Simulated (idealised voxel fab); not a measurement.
process module | voxel ribs on slabs
cross-section cut | 175 nm wide | cells 5 nm
A cross-section is a grid of square cells, given in bands from the top down. A band is one or more rows of cells.
Each band's line starts with the height of the band's top and of its bottom, in nm. Then come its materials from left to right, each with its width in nm. One material with "throughout" fills the band from edge to edge. "air" is empty space.
Height 0 is the level under which the wafer as received is all one material. The lowest band goes on downwards, as in "0 down".
A width such as "30 to 40" changes by the same amount from each row of cells to the next, from the band's top row to its bottom row.
"no change" after a step means that no cell of the cross-section changed.
closed voids: empty space of 8 cells or more with no open way to the top, each as width x height at its distance from the left edge, in nm
after a step's settings: what the simulator itself notes on the step
overlay nm, on a step with a mask: how far to the right of its planned place the mask lay; to the left if negative
plan
1 op RECEIVE | material Si
2 op DIRECTIONAL_DEP | material SiO2 | thk nm 25
3 op DIRECTIONAL_DEP | material SiN | thk nm 15
4 op MASKED_ETCH | tone cover | mask id RIB | width nm 30 | etch materials SiN | depth nm 10 | overlay nm 0
5 op DIRECTIONAL_DEP | material aC | thk nm 10
6 op PATTERN | tone cover | mask id SLAB | material resist | width nm 60 | thk nm 30 | overlay nm 0
7 op DIRECTIONAL_ETCH | etch materials aC | depth nm 10
8 op STRIP | etch materials resist
9 op DIRECTIONAL_ETCH | etch materials SiN | depth nm 5
10 op STRIP | etch materials aC
11 op FILL_DEP | material SiO2 | thk nm 20
12 op CMP | height nm 55
13 op DIRECTIONAL_DEP | material TiN | thk nm 10
14 op MASKED_ETCH | tone cover | mask id HEATER | width nm 40 | etch materials TiN | depth nm 10 | overlay nm 0
15 op CONFORMAL_DEP | material SiN | thk nm 10
as received, after step 1
  0 down: Si throughout
  closed voids: none
first wafer at the end, as planned
  75 to 65: air 55 | SiN 60 | air 60
  65 to 55: SiN 65 | TiN 40 | SiN 70
  55 to 40: SiO2 throughout
  40 to 30: SiO2 70 | SiN 30 | SiO2 75
  30 to 25: SiO2 55 | SiN 60 | SiO2 60
  25 to 0: SiO2 throughout
  0 down: Si throughout
  closed voids: none
second wafer at the end: like start, like plan, one mistake
  75 to 65: air 60 | SiN 60 | air 55
  65 to 55: SiN 70 | TiN 40 | SiN 65
  55 to 40: SiO2 throughout
  40 to 30: SiO2 70 | SiN 30 | SiO2 75
  30 to 25: SiO2 55 | SiN 60 | SiO2 60
  25 to 0: SiO2 throughout
  0 down: Si throughout
  closed voids: none
what went wrong: step 14 ran as: op MASKED_ETCH | tone cover | mask id HEATER | width nm 40 | etch materials TiN | depth nm 10 | overlay nm 5
at the end the second wafer has, in cells: as many of each material as the first, in other places
